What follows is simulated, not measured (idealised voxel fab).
A process module follows: voxel wiring stack.
Cross-section cut spans 245 nm and uses square cells 5 nm in size.
Bands, listed from the top down, are how a cross-section gets written in this document; the cross-section itself is a grid of square cells, and a band is one or more rows of them.
Within each band entry, the heights of the top and of the bottom of the band appear first, in that order and in nm; the materials of the band then follow from left to right, each with its corresponding width in nm. The designation "full width" on a single material indicates that it fills the band from edge to edge; the designation "blank" indicates empty space.
Heights are expressed relative to 0, this being the level below which the as-received wafer comprises one material exclusively. The lowest band is unbounded in the downward direction and is denoted as in "0..down".
It should be noted that a width expressed as "30..40" varies in equal increments from row to row of cells within the band, taking the value of the first number at the top row and that of the second number at the bottom row.
"changes: none" after a step means that no cell of the cross-section changed.
If an empty space has no open way to the top and is at least 8 cells in size, "Closed cavity list" lists it, written width x height at distance, where distance is measured from the left edge and every value is in nm.
Anything after a step's settings on that line? It's the simulator's own note about the step.
overlay nm: mask offset rightward from planned place, masked step; negative means leftward offset.

# Steps planned for the process
- 1: RECEIVE,material Si
- 2: CONFORMAL_DEP,material SiO2,thk nm 15
- 3: DIRECTIONAL_DEP,material TiN,thk nm 5
- 4: DIRECTIONAL_DEP,material Ru,thk nm 15
- 5: DIRECTIONAL_DEP,material aC,thk nm 15
- 6: PATTERN,tone cover,mask id METAL_1,material resist,width nm 30,pitch nm 50,thk nm 30,overlay nm 0
- 7: DIRECTIONAL_ETCH,etch materials aC,depth nm 15
- 8: STRIP,etch materials resist
- 9: DIRECTIONAL_ETCH,etch materials Ru,depth nm 15
- 10: DIRECTIONAL_ETCH,etch materials TiN,depth nm 5
- 11: STRIP,etch materials aC
- 12: FILL_DEP,material SiO2,thk nm 5
- 13: CMP,height nm 35
- 14: CONFORMAL_DEP,material SiCN,thk nm 5
- 15: DIRECTIONAL_DEP,material lowk,thk nm 30
- 16: PATTERN,tone open,mask id METAL_2,material resist,width nm 30,pitch nm 50,thk nm 15,overlay nm 0
- 17: DIRECTIONAL_ETCH,etch materials lowk,depth nm 15
- 18: STRIP,etch materials resist
- 19: PATTERN,tone open,mask id METAL_2_HOLES,material resist,width nm 15,pitch nm 50,thk nm 15,overlay nm 0
- 20: DIRECTIONAL_ETCH,etch materials lowk,depth nm 15
- 21: DIRECTIONAL_ETCH,etch materials SiCN,depth nm 5
- 22: STRIP,etch materials resist
- 23: CONFORMAL_DEP,material TiN,thk nm 5
- 24: FILL_DEP,material Cu,thk nm 10
- 25: CMP,height nm 70
- 26: CONFORMAL_DEP,material SiCN,thk nm 5
- 27: DIRECTIONAL_DEP,material lowk,thk nm 30
- 28: PATTERN,tone open,mask id METAL_3,material resist,width nm 30,pitch nm 50,thk nm 20,overlay nm 0
- 29: DIRECTIONAL_ETCH,etch materials lowk,depth nm 15
- 30: STRIP,etch materials resist
- 31: PATTERN,tone open,mask id METAL_3_HOLES,material resist,width nm 15,thk nm 15,overlay nm 0
- 32: DIRECTIONAL_ETCH,etch materials lowk,depth nm 15
- 33: DIRECTIONAL_ETCH,etch materials SiCN,depth nm 5
- 34: STRIP,etch materials resist
- 35: CONFORMAL_DEP,material TiN,thk nm 5
- 36: FILL_DEP,material Cu,thk nm 10
- 37: CMP,height nm 105
- 38: CONFORMAL_DEP,material SiN,thk nm 5

# The cross-section here shows the wafer as received, i.e. in its state after step 1
> 0..down  Si full width
> Closed cavity list: none

# The plan above was carried out on the starting structure above with one mistake, and this cross-section shows the wafer at the end of the module
> 110..105  SiN full width
> 105..95  lowk 80, TiN 5, Cu 20, TiN 5, lowk 20, TiN 5, Cu 20, TiN 5, lowk 85
> 95..90  lowk 80, TiN 5, Cu 5, TiN 20, lowk 20, TiN 30, lowk 85
> 90..75  lowk 80, TiN 5, Cu 5, TiN 5, lowk 150
> 75..70  SiCN 80, TiN 15, SiCN 150
> 70..60  lowk 80, TiN 5, Cu 20, TiN 5, lowk 20, TiN 5, Cu 20, TiN 5, lowk 85
> 60..55  lowk 80, TiN 5, Cu 5, TiN 20, lowk 20, TiN 5, Cu 5, TiN 20, lowk 85
> 55..40  lowk 80, TiN 5, Cu 5, TiN 5, lowk 35, TiN 5, Cu 5, TiN 5, lowk 100
> 40..35  SiCN 80, TiN 15, SiCN 35, TiN 15, SiCN 100
> 35..20  TiN 80, Ru 30, TiN 20, Ru 30, TiN 85
> 20..15  TiN full width
> 15..0  SiO2 full width
> 0..down  Si full width
> Closed cavity list: none
The plan and the run diverged here: for step 12, the planned setting was not used; the step was instead run as FILL_DEP,material TiN,thk nm 5
